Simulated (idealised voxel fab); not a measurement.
Documented hereafter: the process module known as voxel capacitor over wiring.
Cross-sectional view cut (width: 290 nm; square cell size: 5 nm).
When this document writes out a cross-section, it uses a grid of square cells and lists it as bands, beginning at the top and moving down, with a band standing for one or more rows of cells.
First you get the band's top height and its bottom height, in nm, and then the materials it's made of, left to right, with each width in nm. If you see a single material with "throughout", that one covers the band edge to edge. "air" is empty space.
Heights are measured from 0, the level below which the as-received wafer is all one material; the lowest band has no bottom and continues downward, written as in "0..down".
When a width is written as two numbers, as in "30 to 40", the first number is the width in the top row of cells of the band and the second is the width in its bottom row, and the width changes by the same amount from each row to the next.
The cross-section has no changed cell in any step marked "changes: none".
Voids not open to the top, 8 cells minimum: see "Fully enclosed voids". Written width x height at distance; distance is from the left edge; nm.
after a step's settings: what the simulator itself notes on the step
You can add "overlay nm" to a step's line. For a step with a mask, it describes how far the mask lay to the right of its planned position, and a negative number describes a lay to the left.

Here's what the planned process steps look like:
1: op RECEIVE | material Si
2: op CONFORMAL_DEP | material SiO2 | thk nm 10
3: op CONFORMAL_DEP | material SiCN | thk nm 5
4: op DIRECTIONAL_DEP | material SiO2 | thk nm 25
5: op PATTERN | tone open | mask id METAL_1 | material resist | width nm 20 | pitch nm 80 | thk nm 15 | overlay nm 0
6: op DIRECTIONAL_ETCH | etch materials SiO2 | depth nm 25
7: op DIRECTIONAL_ETCH | etch materials SiCN | depth nm 5
8: op STRIP | etch materials resist
9: op CONFORMAL_DEP | material TiN | thk nm 5
10: op FILL_DEP | material Cu | thk nm 10
11: op CMP | height nm 40
12: op CONFORMAL_DEP | material SiCN | thk nm 5
13: op DIRECTIONAL_DEP | material lowk | thk nm 15
14: op MASKED_ETCH | tone open | mask id PLUG_1 | width nm 15 | etch materials lowk | depth nm 15 | overlay nm 0
15: op MASKED_ETCH | tone open | mask id PLUG_1 | width nm 15 | etch materials SiCN | depth nm 5 | overlay nm 0
16: op CONFORMAL_DEP | material TiN | thk nm 5
17: op FILL_DEP | material Cu | thk nm 10
18: op CMP | height nm 60
19: op DIRECTIONAL_DEP | material TiN | thk nm 10
20: op DIRECTIONAL_DEP | material Al2O3 | thk nm 5
21: op DIRECTIONAL_DEP | material TiN | thk nm 5
22: op DIRECTIONAL_DEP | material aC | thk nm 15
23: op PATTERN | tone cover | mask id UPPER_PLATE | material resist | width nm 65 | thk nm 35 | overlay nm 0
24: op DIRECTIONAL_ETCH | etch materials aC | depth nm 15
25: op STRIP | etch materials resist
26: op DIRECTIONAL_ETCH | etch materials TiN | depth nm 5
27: op DIRECTIONAL_ETCH | etch materials Al2O3 | depth nm 5
28: op STRIP | etch materials aC
29: op PATTERN | tone cover | mask id LOWER_PLATE | material resist | width nm 75 | thk nm 20 | overlay nm 0
30: op DIRECTIONAL_ETCH | etch materials TiN | depth nm 10
31: op STRIP | etch materials resist
32: op FILL_DEP | material SiO2 | thk nm 15
33: op CMP | height nm 90
34: op DIRECTIONAL_DEP | material aC | thk nm 10
35: op PATTERN | tone open | mask id PLUG_2 | material resist | width nm 15 | thk nm 25 | overlay nm 0
36: op DIRECTIONAL_ETCH | etch materials aC | depth nm 10
37: op STRIP | etch materials resist
38: op DIRECTIONAL_ETCH | etch materials SiO2 | depth nm 10
39: op STRIP | etch materials aC
40: op CONFORMAL_DEP | material TiN | thk nm 5
41: op FILL_DEP | material Ru | thk nm 5
42: op CMP | height nm 90
43: op CONFORMAL_DEP | material SiN | thk nm 5
Quick note for whoever runs this: the wafers start identical, but the thk nm at step 40 isn't the same across them. The plan just shows what the first wafer had.

Cross-section of the first of several received wafers, showing its state after step 1:
- 0..down = Si throughout
- Fully enclosed voids: none

For your reference, the table is organized with a row per wafer; each row reflects the wafer at the end of the module, indicating for each material the cells gained (+) or lost (-) since receipt, and thereafter its closed voids:
thk nm 5; +13 Al2O3; +23 Cu; +1 Ru; +105 SiCN; +58 SiN; +652 SiO2; +85 TiN; +165 lowk; Fully enclosed voids: none
thk nm 10; +13 Al2O3; +23 Cu; +105 SiCN; +58 SiN; +652 SiO2; +86 TiN; +165 lowk; Fully enclosed voids: none
thk nm 15; +13 Al2O3; +23 Cu; +105 SiCN; +58 SiN; +652 SiO2; +86 TiN; +165 lowk; Fully enclosed voids: none
thk nm 20; +13 Al2O3; +23 Cu; +105 SiCN; +58 SiN; +652 SiO2; +86 TiN; +165 lowk; Fully enclosed voids: none
